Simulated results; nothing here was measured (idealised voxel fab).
Title: Process Module voxel transistor to metal
We display cut, a cross-section 300 nm in width whose square cells are each 5 nm.
Cross-section, as written here: a square-cell grid given band by band from the top down, where a band holds one or more rows of cells.
Top height, bottom height, nm. Materials left to right, width each, nm. Single material + "throughout" = fills band edge to edge. "air" = empty.
Height 0 is the level under which the wafer as received is all one material. The lowest band goes on downwards, as in "0 nm and below".
A width such as "30->40" changes by the same amount from each row of cells to the next, from the band's top row to its bottom row.
Key: "no change occurred" - step with no changed cell in the cross-section.
"Non-vented voids": sealed empty spaces, 8 cells or more, no open way to top, listed width x height at distance, with distance from the left edge and width, height and distance in nm.
Where a step's line continues beyond its settings, the continuation is a remark by the simulator itself on that step.
"overlay nm" denotes, for a step that has a mask, the displacement of the mask to the right of its planned place, with negative values corresponding to the left.
[These are the steps we planned for the process]
1 RECEIVE | material Si
2 OXIDIZE | depth nm 5
3 CONFORMAL_DEP | material SiN | thk nm 10
4 MASKED_ETCH | tone cover | mask id ACTIVE | width nm 110 | pitch nm 130 | etch materials SiN | depth nm 10 | overlay nm 0
5 MASKED_ETCH | tone cover | mask id ACTIVE | width nm 110 | pitch nm 130 | etch materials SiO2 | depth nm 5 | overlay nm 0
6 MASKED_ETCH | tone cover | mask id ACTIVE | width nm 110 | pitch nm 130 | etch materials Si | depth nm 20 | overlay nm 0
7 FILL_DEP | material SiO2 | thk nm 5
8 CMP | height nm 10
9 SELECTIVE_ETCH | etch materials SiO2 | depth nm 10
10 STRIP | etch materials SiN
11 SELECTIVE_ETCH | etch materials SiO2 | depth nm 5
12 OXIDIZE | depth nm 5
13 DIRECTIONAL_DEP | material polySi | thk nm 20
14 DIRECTIONAL_DEP | material SiCN | thk nm 10
15 DIRECTIONAL_DEP | material aC | thk nm 15
16 PATTERN | tone cover | mask id GATE | material resist | width nm 30 | pitch nm 130 | thk nm 30 | overlay nm 0
17 DIRECTIONAL_ETCH | etch materials aC | depth nm 15
18 STRIP | etch materials resist
19 DIRECTIONAL_ETCH | etch materials SiCN | depth nm 20
20 DIRECTIONAL_ETCH | etch materials polySi | depth nm 30
21 STRIP | etch materials aC
22 CONFORMAL_DEP | material SiO2 | thk nm 5
23 DIRECTIONAL_ETCH | etch materials SiO2 | depth nm 5
24 CONFORMAL_DEP | material SiN | thk nm 5
25 DIRECTIONAL_ETCH | etch materials SiN | depth nm 5
26 DIRECTIONAL_ETCH | etch materials SiO2 | depth nm 5
27 DIRECTIONAL_ETCH | etch materials Si | depth nm 15
28 EPI | material SiGe | thk nm 15
29 FILL_DEP | material SiO2 | thk nm 10
30 CMP | height nm 15
31 STRIP | etch materials polySi
32 SELECTIVE_ETCH | etch materials SiO2 | depth nm 5
33 CONFORMAL_DEP | material HfO2 | thk nm 5
34 CONFORMAL_DEP | material TiN | thk nm 5
35 FILL_DEP | material W | thk nm 10
36 CMP | height nm 10
37 DIRECTIONAL_DEP | material SiO2 | thk nm 10
38 MASKED_ETCH | tone open | mask id CONTACT | width nm 15 | etch materials SiO2 | depth nm 30 | overlay nm 0
39 CONFORMAL_DEP | material TiN | thk nm 5
40 FILL_DEP | material W | thk nm 5
41 CMP | height nm 20
42 CONFORMAL_DEP | material SiCN | thk nm 5
43 DIRECTIONAL_DEP | material SiO2 | thk nm 15
44 DIRECTIONAL_DEP | material aC | thk nm 15
45 PATTERN | tone open | mask id METAL_1 | material resist | width nm 15 | thk nm 35 | overlay nm 0
46 DIRECTIONAL_ETCH | etch materials aC | depth nm 15
47 STRIP | etch materials resist
48 DIRECTIONAL_ETCH | etch materials SiO2 | depth nm 15
49 DIRECTIONAL_ETCH | etch materials SiCN | depth nm 5
50 STRIP | etch materials aC
51 CONFORMAL_DEP | material TiN | thk nm 5
52 FILL_DEP | material W | thk nm 10
53 CMP | height nm 40
54 CONFORMAL_DEP | material SiN | thk nm 5
[Incoming wafer in cross-section (state: after step 1)]
	0 nm and below | Si throughout
	Non-vented voids: none
[Cross-section taken at module completion on the first of two wafers; processed per the plan]
	45 nm to 40 nm | SiN throughout
	40 nm to 25 nm | 40 nm SiO2  5 nm TiN  5 nm W  5 nm TiN  60 nm SiO2  5 nm TiN  5 nm W  5 nm TiN  40 nm SiO2  5 nm TiN  5 nm W  5 nm TiN  60 nm SiO2  5 nm TiN  5 nm W  5 nm TiN  40 nm SiO2
	25 nm to 20 nm | 40 nm SiCN  15 nm TiN  60 nm SiCN  15 nm TiN  40 nm SiCN  15 nm TiN  60 nm SiCN  15 nm TiN  40 nm SiCN
	20 nm to 10 nm | 40 nm SiO2  5 nm TiN  5 nm W  5 nm TiN  60 nm SiO2  5 nm TiN  5 nm W  5 nm TiN  40 nm SiO2  5 nm TiN  5 nm W  5 nm TiN  60 nm SiO2  5 nm TiN  5 nm W  5 nm TiN  40 nm SiO2
	10 nm to 5 nm | 40 nm SiO2  15 nm TiN  5 nm SiO2  5 nm SiN  5 nm HfO2  5 nm TiN  20 nm W  5 nm TiN  5 nm HfO2  5 nm SiN  5 nm SiO2  15 nm TiN  40 nm SiO2  15 nm TiN  5 nm SiO2  5 nm SiN  5 nm HfO2  5 nm TiN  20 nm W  5 nm TiN  5 nm HfO2  5 nm SiN  5 nm SiO2  15 nm TiN  40 nm SiO2
	5 nm to 0 nm | 40 nm SiO2  5 nm TiN  15 nm SiGe  5 nm SiN  5 nm HfO2  5 nm TiN  20 nm W  5 nm TiN  5 nm HfO2  5 nm SiN  15 nm SiGe  5 nm TiN  40 nm SiO2  5 nm TiN  15 nm SiGe  5 nm SiN  5 nm HfO2  5 nm TiN  20 nm W  5 nm TiN  5 nm HfO2  5 nm SiN  15 nm SiGe  5 nm TiN  40 nm SiO2
	0 nm to -5 nm | 40 nm SiO2  5 nm TiN  15 nm SiGe  5 nm SiN  5 nm HfO2  30 nm TiN  5 nm HfO2  5 nm SiN  15 nm SiGe  5 nm TiN  40 nm SiO2  5 nm TiN  15 nm SiGe  5 nm SiN  5 nm HfO2  30 nm TiN  5 nm HfO2  5 nm SiN  15 nm SiGe  5 nm TiN  40 nm SiO2
	-5 nm to -10 nm | 40 nm SiO2  5 nm TiN  15 nm SiGe  5 nm SiO2  40 nm HfO2  5 nm SiO2  15 nm SiGe  5 nm TiN  40 nm SiO2  5 nm TiN  15 nm SiGe  5 nm SiO2  40 nm HfO2  5 nm SiO2  15 nm SiGe  5 nm TiN  40 nm SiO2
	-10 nm to -25 nm | 30 nm SiO2  30 nm SiGe  50 nm Si  30 nm SiGe  20 nm SiO2  30 nm SiGe  50 nm Si  30 nm SiGe  30 nm SiO2
	-25 nm and below | Si throughout
	Non-vented voids: none
[This cross-section belongs to the second wafer of two at the end of the module; the start and the plan were shared with the first, and the run included one mistake]
	45 nm to 40 nm | SiN throughout
	40 nm to 25 nm | 35 nm SiO2  5 nm TiN  15 nm W  5 nm TiN  50 nm SiO2  5 nm TiN  15 nm W  5 nm TiN  30 nm SiO2  5 nm TiN  15 nm W  5 nm TiN  50 nm SiO2  5 nm TiN  15 nm W  5 nm TiN  35 nm SiO2
	25 nm to 20 nm | 35 nm SiCN  25 nm TiN  50 nm SiCN  25 nm TiN  30 nm SiCN  25 nm TiN  50 nm SiCN  25 nm TiN  35 nm SiCN
	20 nm to 10 nm | 40 nm SiO2  5 nm TiN  5 nm W  5 nm TiN  60 nm SiO2  5 nm TiN  5 nm W  5 nm TiN  40 nm SiO2  5 nm TiN  5 nm W  5 nm TiN  60 nm SiO2  5 nm TiN  5 nm W  5 nm TiN  40 nm SiO2
	10 nm to 5 nm | 40 nm SiO2  15 nm TiN  5 nm SiO2  5 nm SiN  5 nm HfO2  5 nm TiN  20 nm W  5 nm TiN  5 nm HfO2  5 nm SiN  5 nm SiO2  15 nm TiN  40 nm SiO2  15 nm TiN  5 nm SiO2  5 nm SiN  5 nm HfO2  5 nm TiN  20 nm W  5 nm TiN  5 nm HfO2  5 nm SiN  5 nm SiO2  15 nm TiN  40 nm SiO2
	5 nm to 0 nm | 40 nm SiO2  5 nm TiN  15 nm SiGe  5 nm SiN  5 nm HfO2  5 nm TiN  20 nm W  5 nm TiN  5 nm HfO2  5 nm SiN  15 nm SiGe  5 nm TiN  40 nm SiO2  5 nm TiN  15 nm SiGe  5 nm SiN  5 nm HfO2  5 nm TiN  20 nm W  5 nm TiN  5 nm HfO2  5 nm SiN  15 nm SiGe  5 nm TiN  40 nm SiO2
	0 nm to -5 nm | 40 nm SiO2  5 nm TiN  15 nm SiGe  5 nm SiN  5 nm HfO2  30 nm TiN  5 nm HfO2  5 nm SiN  15 nm SiGe  5 nm TiN  40 nm SiO2  5 nm TiN  15 nm SiGe  5 nm SiN  5 nm HfO2  30 nm TiN  5 nm HfO2  5 nm SiN  15 nm SiGe  5 nm TiN  40 nm SiO2
	-5 nm to -10 nm | 40 nm SiO2  5 nm TiN  15 nm SiGe  5 nm SiO2  40 nm HfO2  5 nm SiO2  15 nm SiGe  5 nm TiN  40 nm SiO2  5 nm TiN  15 nm SiGe  5 nm SiO2  40 nm HfO2  5 nm SiO2  15 nm SiGe  5 nm TiN  40 nm SiO2
	-10 nm to -25 nm | 30 nm SiO2  30 nm SiGe  50 nm Si  30 nm SiGe  20 nm SiO2  30 nm SiGe  50 nm Si  30 nm SiGe  30 nm SiO2
	-25 nm and below | Si throughout
	Non-vented voids: none
What went wrong in running the wafer? step 45 ran differently from the plan; actual operation with settings: PATTERN | tone open | mask id METAL_1 | material resist | width nm 25 | thk nm 35 | overlay nm 0
Final wafer comparison in cells, second versus first, more or fewer per material: 8 fewer of SiCN, 24 fewer of SiO2, 8 more of TiN, 24 more of W
